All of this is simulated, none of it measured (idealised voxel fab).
process module | voxel transistor to metal
cross-section cut | 195 nm wide | cells 5 nm
A cross-section is a grid of square cells, given in bands from the top down. A band is one or more rows of cells.
Each band's line starts with the height of the band's top and of its bottom, in nm. Then come its materials from left to right, each with its width in nm. One material with "throughout" fills the band from edge to edge. "air" is empty space.
Height 0 is the level under which the wafer as received is all one material. The lowest band goes on downwards, as in "0 down".
A width such as "30 to 40" changes by the same amount from each row of cells to the next, from the band's top row to its bottom row.
"no change" after a step means that no cell of the cross-section changed.
closed voids: empty space of 8 cells or more with no open way to the top, each as width x height at its distance from the left edge, in nm
after a step's settings: what the simulator itself notes on the step
overlay nm, on a step with a mask: how far to the right of its planned place the mask lay; to the left if negative
plan
1 op RECEIVE | material Si
2 op CONFORMAL_DEP | material SiO2 | thk nm 5
3 op CONFORMAL_DEP | material SiN | thk nm 10
4 op PATTERN | tone cover | mask id ACTIVE | material resist | width nm 125 | thk nm 15 | overlay nm 0
5 op DIRECTIONAL_ETCH | etch materials SiN | depth nm 10
6 op DIRECTIONAL_ETCH | etch materials SiO2 | depth nm 5
7 op DIRECTIONAL_ETCH | etch materials Si | depth nm 20
8 op STRIP | etch materials resist
9 op OXIDIZE | depth nm 5
10 op FILL_DEP | material SiO2 | thk nm 5
11 op CMP | height nm 15
12 op SELECTIVE_ETCH | etch materials SiO2 | depth nm 10
13 op STRIP | etch materials SiN
14 op SELECTIVE_ETCH | etch materials SiO2 | depth nm 5
15 op OXIDIZE | depth nm 5
16 op DIRECTIONAL_DEP | material polySi | thk nm 30
17 op DIRECTIONAL_DEP | material SiCN | thk nm 15
18 op PATTERN | tone cover | mask id GATE | material resist | width nm 35 | thk nm 15 | overlay nm -15
19 op DIRECTIONAL_ETCH | etch materials SiCN | depth nm 25
20 op DIRECTIONAL_ETCH | etch materials polySi | depth nm 40
21 op STRIP | etch materials resist
22 op CONFORMAL_DEP | material SiO2 | thk nm 5
23 op DIRECTIONAL_ETCH | etch materials SiO2 | depth nm 5
24 op CONFORMAL_DEP | material SiN | thk nm 5
25 op DIRECTIONAL_ETCH | etch materials SiN | depth nm 5
26 op DIRECTIONAL_ETCH | etch materials SiO2 | depth nm 5
27 op DIRECTIONAL_ETCH | etch materials Si | depth nm 15
28 op EPI | material SiGe | thk nm 20
29 op FILL_DEP | material SiO2 | thk nm 5
30 op CMP | height nm 30
31 op STRIP | etch materials polySi
32 op SELECTIVE_ETCH | etch materials SiO2 | depth nm 5
33 op CONFORMAL_DEP | material HfO2 | thk nm 5
34 op CONFORMAL_DEP | material TiN | thk nm 5
35 op FILL_DEP | material W | thk nm 10
36 op CMP | height nm 25
37 op DIRECTIONAL_DEP | material SiO2 | thk nm 10
38 op DIRECTIONAL_DEP | material aC | thk nm 15
39 op PATTERN | tone open | mask id CONTACT | material resist | width nm 15 | pitch nm 90 | thk nm 30 | overlay nm 0
40 op DIRECTIONAL_ETCH | etch materials aC | depth nm 15
41 op STRIP | etch materials resist
42 op DIRECTIONAL_ETCH | etch materials SiO2 | depth nm 35
43 op STRIP | etch materials aC
44 op CONFORMAL_DEP | material TiN | thk nm 5
45 op FILL_DEP | material Ru | thk nm 5
46 op CMP | height nm 35
47 op DIRECTIONAL_DEP | material TiN | thk nm 5
48 op DIRECTIONAL_DEP | material W | thk nm 15
49 op PATTERN | tone cover | mask id METAL_1 | material resist | width nm 15 | pitch nm 90 | thk nm 15 | overlay nm 0
50 op DIRECTIONAL_ETCH | etch materials W | depth nm 15
51 op DIRECTIONAL_ETCH | etch materials TiN | depth nm 5
52 op STRIP | etch materials resist
53 op FILL_DEP | material lowk | thk nm 10
54 op CMP | height nm 55
55 op CONFORMAL_DEP | material SiN | thk nm 5
varied across the wafers: overlay nm of step 18. The plan shows the first wafer's value. All wafers start alike
first wafer as received, after step 1
  0 down: Si throughout
  closed voids: none
each wafer at the end: cells of each material gained (+) or lost (-) since it was received, then its closed voids
overlay nm -15 | +19 HfO2 | +7 Ru | -139 Si | +74 SiGe | +49 SiN | +243 SiO2 | +45 TiN | +38 W | +132 lowk | closed voids: none
overlay nm -10 | +19 HfO2 | +9 Ru | -139 Si | +74 SiGe | +49 SiN | +241 SiO2 | +45 TiN | +38 W | +132 lowk | closed voids: none
overlay nm -5 | +19 HfO2 | +6 Ru | -139 Si | +74 SiGe | +49 SiN | +244 SiO2 | +45 TiN | +38 W | +132 lowk | closed voids: none
overlay nm 0 | +19 HfO2 | +6 Ru | -139 Si | +74 SiGe | +49 SiN | +244 SiO2 | +45 TiN | +38 W | +132 lowk | closed voids: none
overlay nm 5 | +19 HfO2 | +6 Ru | -139 Si | +74 SiGe | +49 SiN | +244 SiO2 | +45 TiN | +38 W | +132 lowk | closed voids: none
overlay nm 10 | +19 HfO2 | +9 Ru | -139 Si | +74 SiGe | +49 SiN | +241 SiO2 | +45 TiN | +38 W | +132 lowk | closed voids: none
overlay nm 15 | +19 HfO2 | +7 Ru | -139 Si | +74 SiGe | +49 SiN | +243 SiO2 | +45 TiN | +38 W | +132 lowk | closed voids: none
